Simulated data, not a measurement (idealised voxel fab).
Herein follows the process module entitled voxel gate over fins.
Cross-section cut: width 230 nm, square cells of 5 nm.
A cross-section in this document is a grid of square cells, and it is written down as bands, the top band listed before the ones below it; a band is made up of one or more rows of cells. Look at the band entry: it leads with the top's height and the bottom's height in nm. Then it lists the materials left to right, with a width in nm for each. The word "all across" on a single material says that material fills the band edge to edge. The word "blank" is empty space. We count height from 0. Below that, the starting wafer is all one material. The lowest band never ends at the bottom but goes on down; see "0 nm and below" for how that is written. Think of "30 to 40" as a width that walks from the first number to the second as you go down the band, top row to bottom row, taking equal-sized steps from row to row. Any step labelled "nothing different" changed none of the cells in the cross-section. Empty spaces counting at least 8 cells and having no open way to the top are listed in "Sealed voids". The notation width x height at distance is used for each, the distance being from the left edge and all three values in nm. What comes after the settings on a step's line is commentary from the simulator itself on that step. The optional step-line setting "overlay nm" applies to steps with a mask and quantifies how far to the right of its planned location the mask lay, a negative value indicating leftward placement.

# The steps planned for the process are as follows
1. RECEIVE | material Si
2. CONFORMAL_DEP | material SiN | thk nm 10
3. PATTERN | tone cover | mask id FINS | material resist | width nm 15 | pitch nm 40 | thk nm 15 | overlay nm 0
4. DIRECTIONAL_ETCH | etch materials SiN | depth nm 10
5. DIRECTIONAL_ETCH | etch materials Si | depth nm 35
6. STRIP | etch materials resist
7. FILL_DEP | material SiO2 | thk nm 5
8. CMP | height nm 10
9. SELECTIVE_ETCH | etch materials SiO2 | depth nm 20
10. STRIP | etch materials SiN
11. CONFORMAL_DEP | material HfO2 | thk nm 5
12. CONFORMAL_DEP | material TiN | thk nm 5
13. CONFORMAL_DEP | material TiAl | thk nm 5
14. CONFORMAL_DEP | material TiN | thk nm 5
15. FILL_DEP | material W | thk nm 15
16. CMP | height nm 30
17. CONFORMAL_DEP | material SiCN | thk nm 5

# Cross-sectional view of the wafer in its as-received condition, corresponding to the state after step 1
- 0 nm and below  Si all across
- Sealed voids: none

# Module complete - cross-section of the first of two wafers, run according to plan
- 35 nm to 30 nm  SiCN all across
- 30 nm to 20 nm  W all across
- 20 nm to 15 nm  45 nm W / 135 nm TiN / 50 nm W
- 15 nm to 10 nm  45 nm W / 5 nm TiN / 125 nm TiAl / 5 nm TiN / 50 nm W
- 10 nm to 5 nm  50 nm TiN / 5 nm TiAl / 35 nm TiN / 5 nm TiAl / 35 nm TiN / 5 nm TiAl / 35 nm TiN / 5 nm TiAl / 55 nm TiN
- 5 nm to 0 nm  55 nm TiAl / 5 nm TiN / 25 nm HfO2 / 5 nm TiN / 5 nm TiAl / 5 nm TiN / 25 nm HfO2 / 5 nm TiN / 5 nm TiAl / 5 nm TiN / 25 nm HfO2 / 5 nm TiN / 60 nm TiAl
- 0 nm to -5 nm  60 nm TiN / 5 nm HfO2 / 15 nm Si / 5 nm HfO2 / 15 nm TiN / 5 nm HfO2 / 15 nm Si / 5 nm HfO2 / 15 nm TiN / 5 nm HfO2 / 15 nm Si / 5 nm HfO2 / 65 nm TiN
- -5 nm to -10 nm  65 nm HfO2 / 15 nm Si / 25 nm HfO2 / 15 nm Si / 25 nm HfO2 / 15 nm Si / 70 nm HfO2
- -10 nm to -35 nm  65 nm SiO2 / 15 nm Si / 25 nm SiO2 / 15 nm Si / 25 nm SiO2 / 15 nm Si / 70 nm SiO2
- -35 nm and below  Si all across
- Sealed voids: none

# End-of-module cross-section of the second wafer: identical starting point and process plan to the first, with one processing mistake
- 35 nm to 30 nm  SiCN all across
- 30 nm to 20 nm  W all across
- 20 nm to 10 nm  45 nm W / 135 nm TiN / 50 nm W
- 10 nm to 5 nm  55 nm TiN / 35 nm TiAl / 5 nm TiN / 35 nm TiAl / 5 nm TiN / 35 nm TiAl / 60 nm TiN
- 5 nm to 0 nm  55 nm TiN / 5 nm TiAl / 25 nm HfO2 / 5 nm TiAl / 5 nm TiN / 5 nm TiAl / 25 nm HfO2 / 5 nm TiAl / 5 nm TiN / 5 nm TiAl / 25 nm HfO2 / 5 nm TiAl / 60 nm TiN
- 0 nm to -5 nm  60 nm TiAl / 5 nm HfO2 / 15 nm Si / 5 nm HfO2 / 15 nm TiAl / 5 nm HfO2 / 15 nm Si / 5 nm HfO2 / 15 nm TiAl / 5 nm HfO2 / 15 nm Si / 5 nm HfO2 / 65 nm TiAl
- -5 nm to -10 nm  65 nm HfO2 / 15 nm Si / 25 nm HfO2 / 15 nm Si / 25 nm HfO2 / 15 nm Si / 70 nm HfO2
- -10 nm to -35 nm  65 nm SiO2 / 15 nm Si / 25 nm SiO2 / 15 nm Si / 25 nm SiO2 / 15 nm Si / 70 nm SiO2
- -35 nm and below  Si all across
- Sealed voids: none
So what did we get wrong on this run? order of steps 12 and 13 inverted relative to the plan
Final wafer comparison in cells, second versus first, more or fewer per material: 4 more of TiAl | 4 fewer of TiN
